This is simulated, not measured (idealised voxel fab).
process module | voxel capacitor over wiring
cross-section cut | 220 nm wide | cells 5 nm
A cross-section is a grid of square cells, given in bands from the top down. A band is one or more rows of cells.
Each band's line starts with the height of the band's top and of its bottom, in nm. Then come its materials from left to right, each with its width in nm. One material with "throughout" fills the band from edge to edge. "air" is empty space.
Height 0 is the level under which the wafer as received is all one material. The lowest band goes on downwards, as in "0 down".
A width such as "30 to 40" changes by the same amount from each row of cells to the next, from the band's top row to its bottom row.
"no change" after a step means that no cell of the cross-section changed.
closed voids: empty space of 8 cells or more with no open way to the top, each as width x height at its distance from the left edge, in nm
after a step's settings: what the simulator itself notes on the step
overlay nm, on a step with a mask: how far to the right of its planned place the mask lay; to the left if negative
plan
1 op RECEIVE | material Si
2 op CONFORMAL_DEP | material SiO2 | thk nm 10
3 op CONFORMAL_DEP | material SiN | thk nm 5
4 op DIRECTIONAL_DEP | material SiO2 | thk nm 15
5 op PATTERN | tone open | mask id METAL_1 | material resist | width nm 20 | pitch nm 90 | thk nm 20 | overlay nm 0
6 op DIRECTIONAL_ETCH | etch materials SiO2 | depth nm 15
7 op DIRECTIONAL_ETCH | etch materials SiN | depth nm 5
8 op STRIP | etch materials resist
9 op CONFORMAL_DEP | material TiN | thk nm 5
10 op FILL_DEP | material Ru | thk nm 5
11 op CMP | height nm 30
12 op EPI | material Ru | thk nm 5
13 op FILL_DEP | material SiCN | thk nm 5
14 op DIRECTIONAL_DEP | material lowk | thk nm 20
15 op MASKED_ETCH | tone open | mask id PLUG_1 | width nm 15 | etch materials lowk | depth nm 20 | overlay nm 0
16 op MASKED_ETCH | tone open | mask id PLUG_1 | width nm 15 | etch materials SiCN | depth nm 5 | overlay nm 0
17 op CONFORMAL_DEP | material TiN | thk nm 5
18 op FILL_DEP | material Cu | thk nm 10
19 op CMP | height nm 60
20 op DIRECTIONAL_DEP | material TiN | thk nm 10
21 op DIRECTIONAL_DEP | material SiN | thk nm 5
22 op DIRECTIONAL_DEP | material TiN | thk nm 5
23 op PATTERN | tone cover | mask id UPPER_PLATE | material resist | width nm 75 | thk nm 15 | overlay nm 0
24 op DIRECTIONAL_ETCH | etch materials TiN | depth nm 5
25 op DIRECTIONAL_ETCH | etch materials SiN | depth nm 5
26 op STRIP | etch materials resist
27 op DIRECTIONAL_DEP | material aC | thk nm 10
28 op PATTERN | tone cover | mask id LOWER_PLATE | material resist | width nm 85 | thk nm 25 | overlay nm 0
29 op DIRECTIONAL_ETCH | etch materials aC | depth nm 10
30 op STRIP | etch materials resist
31 op DIRECTIONAL_ETCH | etch materials TiN | depth nm 10
32 op STRIP | etch materials aC
33 op FILL_DEP | material SiO2 | thk nm 20
34 op CMP | height nm 95
35 op PATTERN | tone open | mask id PLUG_2 | material resist | width nm 15 | thk nm 15 | overlay nm 0
36 op DIRECTIONAL_ETCH | etch materials SiO2 | depth nm 15
37 op STRIP | etch materials resist
38 op CONFORMAL_DEP | material TiN | thk nm 5
39 op FILL_DEP | material Cu | thk nm 10
40 op CMP | height nm 95
41 op CONFORMAL_DEP | material SiN | thk nm 5
first wafer, as planned
as received, after step 1
  0 down: Si throughout
  closed voids: none
after step 2
  10 to 0: SiO2 throughout
  below 0: unchanged
after step 3
  15 to 10: SiN throughout
  below 10: unchanged
after step 4
  30 to 15: SiO2 throughout
  below 15: unchanged
after step 5
  50 to 30: resist 55 | air 20 | resist 70 | air 20 | resist 55
  below 30: unchanged
after step 6
  50 to 30: resist 55 | air 20 | resist 70 | air 20 | resist 55
  30 to 15: SiO2 55 | air 20 | SiO2 70 | air 20 | SiO2 55
  below 15: unchanged
after step 7
  50 to 30: resist 55 | air 20 | resist 70 | air 20 | resist 55
  30 to 15: SiO2 55 | air 20 | SiO2 70 | air 20 | SiO2 55
  15 to 10: SiN 55 | air 20 | SiN 70 | air 20 | SiN 55
  below 10: unchanged
after step 8
  30 to 15: SiO2 55 | air 20 | SiO2 70 | air 20 | SiO2 55
  below 15: unchanged
after step 9
  35 to 30: TiN 60 | air 10 | TiN 80 | air 10 | TiN 60
  30 to 15: SiO2 55 | TiN 5 | air 10 | TiN 5 | SiO2 70 | TiN 5 | air 10 | TiN 5 | SiO2 55
  15 to 10: SiN 55 | TiN 20 | SiN 70 | TiN 20 | SiN 55
  below 10: unchanged
after step 10
  40 to 35: Ru throughout
  35 to 30: TiN 60 | Ru 10 | TiN 80 | Ru 10 | TiN 60
  30 to 15: SiO2 55 | TiN 5 | Ru 10 | TiN 5 | SiO2 70 | TiN 5 | Ru 10 | TiN 5 | SiO2 55
  below 15: unchanged
after step 11
  30 to 15: SiO2 55 | TiN 5 | Ru 10 | TiN 5 | SiO2 70 | TiN 5 | Ru 10 | TiN 5 | SiO2 55
  below 15: unchanged
after step 12
  35 to 30: air 50 | Ru 30 | air 60 | Ru 30 | air 50
  below 30: unchanged
after step 13
  40 to 35: SiCN throughout
  35 to 30: SiCN 50 | Ru 30 | SiCN 60 | Ru 30 | SiCN 50
  below 30: unchanged
after step 14
  60 to 40: lowk throughout
  below 40: unchanged
after step 15
  60 to 40: lowk 60 | air 15 | lowk 145
  below 40: unchanged
after step 16
  60 to 40: lowk 60 | air 15 | lowk 145
  40 to 35: SiCN 60 | air 15 | SiCN 145
  below 35: unchanged
after step 17
  65 to 60: TiN 65 | air 5 | TiN 150
  60 to 40: lowk 60 | TiN 5 | air 5 | TiN 5 | lowk 145
  40 to 35: SiCN 60 | TiN 15 | SiCN 145
  below 35: unchanged
after step 18
  75 to 65: Cu throughout
  65 to 60: TiN 65 | Cu 5 | TiN 150
  60 to 40: lowk 60 | TiN 5 | Cu 5 | TiN 5 | lowk 145
  below 40: unchanged
after step 19
  60 to 40: lowk 60 | TiN 5 | Cu 5 | TiN 5 | lowk 145
  below 40: unchanged
after step 20
  70 to 60: TiN throughout
  below 60: unchanged
after step 21
  75 to 70: SiN throughout
  below 70: unchanged
after step 22
  80 to 75: TiN throughout
  below 75: unchanged
after step 23
  95 to 80: air 60 | resist 75 | air 85
  below 80: unchanged
after step 24
  95 to 80: air 60 | resist 75 | air 85
  80 to 75: air 60 | TiN 75 | air 85
  below 75: unchanged
after step 25
  95 to 80: air 60 | resist 75 | air 85
  80 to 75: air 60 | TiN 75 | air 85
  75 to 70: air 60 | SiN 75 | air 85
  below 70: unchanged
after step 26
  80 to 75: air 60 | TiN 75 | air 85
  below 75: unchanged
after step 27
  90 to 80: air 60 | aC 75 | air 85
  80 to 75: aC 60 | TiN 75 | aC 85
  75 to 70: aC 60 | SiN 75 | aC 85
  below 70: unchanged
after step 28
  115 to 90: air 55 | resist 85 | air 80
  90 to 80: air 55 | resist 5 | aC 75 | resist 5 | air 80
  below 80: unchanged
after step 29
  105 to 90: air 55 | resist 85 | air 80
  90 to 80: air 55 | resist 5 | aC 75 | resist 5 | air 80
  80 to 75: air 55 | aC 5 | TiN 75 | aC 5 | air 80
  75 to 70: air 55 | aC 5 | SiN 75 | aC 5 | air 80
  below 70: unchanged
after step 30
  90 to 80: air 60 | aC 75 | air 85
  below 80: unchanged
after step 31
  90 to 80: air 60 | aC 75 | air 85
  80 to 75: air 55 | aC 5 | TiN 75 | aC 5 | air 80
  75 to 70: air 55 | aC 5 | SiN 75 | aC 5 | air 80
  70 to 60: air 55 | TiN 85 | air 80
  below 60: unchanged
after step 32
  80 to 75: air 60 | TiN 75 | air 85
  75 to 70: air 60 | SiN 75 | air 85
  below 70: unchanged
after step 33
  100 to 80: SiO2 throughout
  80 to 75: SiO2 60 | TiN 75 | SiO2 85
  75 to 70: SiO2 60 | SiN 75 | SiO2 85
  70 to 60: SiO2 55 | TiN 85 | SiO2 80
  below 60: unchanged
after step 34
  95 to 80: SiO2 throughout
  below 80: unchanged
after step 35
  110 to 95: resist 70 | air 15 | resist 135
  below 95: unchanged
after step 36
  110 to 95: resist 70 | air 15 | resist 135
  95 to 80: SiO2 70 | air 15 | SiO2 135
  below 80: unchanged
after step 37
  95 to 80: SiO2 70 | air 15 | SiO2 135
  below 80: unchanged
after step 38
  100 to 95: TiN 75 | air 5 | TiN 140
  95 to 85: SiO2 70 | TiN 5 | air 5 | TiN 5 | SiO2 135
  85 to 75: SiO2 70 to 60 | TiN 15 to 75 | SiO2 135 to 85
  below 75: unchanged
after step 39
  110 to 100: Cu throughout
  100 to 95: TiN 75 | Cu 5 | TiN 140
  95 to 85: SiO2 70 | TiN 5 | Cu 5 | TiN 5 | SiO2 135
  below 85: unchanged
after step 40
  95 to 85: SiO2 70 | TiN 5 | Cu 5 | TiN 5 | SiO2 135
  below 85: unchanged
after step 41
  100 to 95: SiN throughout
  below 95: unchanged
second wafer: like start, like plan, one mistake. Through step 3 it matches the first wafer
when step 4 should have ended
  30 to 10: SiN throughout
  below 10: unchanged
when step 5 should have ended
  50 to 30: resist 55 | air 20 | resist 70 | air 20 | resist 55
  below 30: unchanged
when step 6 should have ended: no change
when step 7 should have ended
  50 to 30: resist 55 | air 20 | resist 70 | air 20 | resist 55
  30 to 25: SiN 55 | air 20 | SiN 70 | air 20 | SiN 55
  below 25: unchanged
when step 8 should have ended
  30 to 25: SiN 55 | air 20 | SiN 70 | air 20 | SiN 55
  below 25: unchanged
when step 9 should have ended
  35 to 30: TiN 60 | air 10 | TiN 80 | air 10 | TiN 60
  30 to 25: SiN 55 | TiN 20 | SiN 70 | TiN 20 | SiN 55
  below 25: unchanged
when step 10 should have ended
  40 to 35: Ru throughout
  35 to 30: TiN 60 | Ru 10 | TiN 80 | Ru 10 | TiN 60
  below 30: unchanged
when step 11 should have ended
  30 to 25: SiN 55 | TiN 20 | SiN 70 | TiN 20 | SiN 55
  below 25: unchanged
when step 12 should have ended
  35 to 30: air 50 | Ru 30 | air 60 | Ru 30 | air 50
  below 30: unchanged
when step 13 should have ended
  40 to 35: SiCN throughout
  35 to 30: SiCN 50 | Ru 30 | SiCN 60 | Ru 30 | SiCN 50
  below 30: unchanged
when step 14 should have ended
  60 to 40: lowk throughout
  below 40: unchanged
when step 15 should have ended
  60 to 40: lowk 60 | air 15 | lowk 145
  below 40: unchanged
when step 16 should have ended
  60 to 40: lowk 60 | air 15 | lowk 145
  40 to 35: SiCN 60 | air 15 | SiCN 145
  below 35: unchanged
when step 17 should have ended
  65 to 60: TiN 65 | air 5 | TiN 150
  60 to 40: lowk 60 | TiN 5 | air 5 | TiN 5 | lowk 145
  40 to 35: SiCN 60 | TiN 15 | SiCN 145
  below 35: unchanged
when step 18 should have ended
  75 to 65: Cu throughout
  65 to 60: TiN 65 | Cu 5 | TiN 150
  60 to 40: lowk 60 | TiN 5 | Cu 5 | TiN 5 | lowk 145
  below 40: unchanged
when step 19 should have ended
  60 to 40: lowk 60 | TiN 5 | Cu 5 | TiN 5 | lowk 145
  below 40: unchanged
when step 20 should have ended
  70 to 60: TiN throughout
  below 60: unchanged
when step 21 should have ended
  75 to 70: SiN throughout
  below 70: unchanged
when step 22 should have ended
  80 to 75: TiN throughout
  below 75: unchanged
when step 23 should have ended
  95 to 80: air 60 | resist 75 | air 85
  below 80: unchanged
when step 24 should have ended
  95 to 80: air 60 | resist 75 | air 85
  80 to 75: air 60 | TiN 75 | air 85
  below 75: unchanged
when step 25 should have ended
  95 to 80: air 60 | resist 75 | air 85
  80 to 75: air 60 | TiN 75 | air 85
  75 to 70: air 60 | SiN 75 | air 85
  below 70: unchanged
when step 26 should have ended
  80 to 75: air 60 | TiN 75 | air 85
  below 75: unchanged
when step 27 should have ended
  90 to 80: air 60 | aC 75 | air 85
  80 to 75: aC 60 | TiN 75 | aC 85
  75 to 70: aC 60 | SiN 75 | aC 85
  below 70: unchanged
when step 28 should have ended
  115 to 90: air 55 | resist 85 | air 80
  90 to 80: air 55 | resist 5 | aC 75 | resist 5 | air 80
  below 80: unchanged
when step 29 should have ended
  105 to 90: air 55 | resist 85 | air 80
  90 to 80: air 55 | resist 5 | aC 75 | resist 5 | air 80
  80 to 75: air 55 | aC 5 | TiN 75 | aC 5 | air 80
  75 to 70: air 55 | aC 5 | SiN 75 | aC 5 | air 80
  below 70: unchanged
when step 30 should have ended
  90 to 80: air 60 | aC 75 | air 85
  below 80: unchanged
when step 31 should have ended
  90 to 80: air 60 | aC 75 | air 85
  80 to 75: air 55 | aC 5 | TiN 75 | aC 5 | air 80
  75 to 70: air 55 | aC 5 | SiN 75 | aC 5 | air 80
  70 to 60: air 55 | TiN 85 | air 80
  below 60: unchanged
when step 32 should have ended
  80 to 75: air 60 | TiN 75 | air 85
  75 to 70: air 60 | SiN 75 | air 85
  below 70: unchanged
when step 33 should have ended
  100 to 80: SiO2 throughout
  80 to 75: SiO2 60 | TiN 75 | SiO2 85
  75 to 70: SiO2 60 | SiN 75 | SiO2 85
  70 to 60: SiO2 55 | TiN 85 | SiO2 80
  below 60: unchanged
when step 34 should have ended
  95 to 80: SiO2 throughout
  below 80: unchanged
when step 35 should have ended
  110 to 95: resist 70 | air 15 | resist 135
  below 95: unchanged
when step 36 should have ended
  110 to 95: resist 70 | air 15 | resist 135
  95 to 80: SiO2 70 | air 15 | SiO2 135
  below 80: unchanged
when step 37 should have ended
  95 to 80: SiO2 70 | air 15 | SiO2 135
  below 80: unchanged
when step 38 should have ended
  100 to 95: TiN 75 | air 5 | TiN 140
  95 to 85: SiO2 70 | TiN 5 | air 5 | TiN 5 | SiO2 135
  85 to 75: SiO2 70 to 60 | TiN 15 to 75 | SiO2 135 to 85
  below 75: unchanged
when step 39 should have ended
  110 to 100: Cu throughout
  100 to 95: TiN 75 | Cu 5 | TiN 140
  95 to 85: SiO2 70 | TiN 5 | Cu 5 | TiN 5 | SiO2 135
  below 85: unchanged
when step 40 should have ended
  95 to 85: SiO2 70 | TiN 5 | Cu 5 | TiN 5 | SiO2 135
  below 85: unchanged
when step 41 should have ended
  100 to 95: SiN throughout
  below 95: unchanged
what went wrong: step 4 ran as: op DIRECTIONAL_DEP | material SiN | thk nm 15
at the end the second wafer has, in cells: 12 fewer of Ru | 132 more of SiN | 108 fewer of SiO2 | 12 fewer of TiN
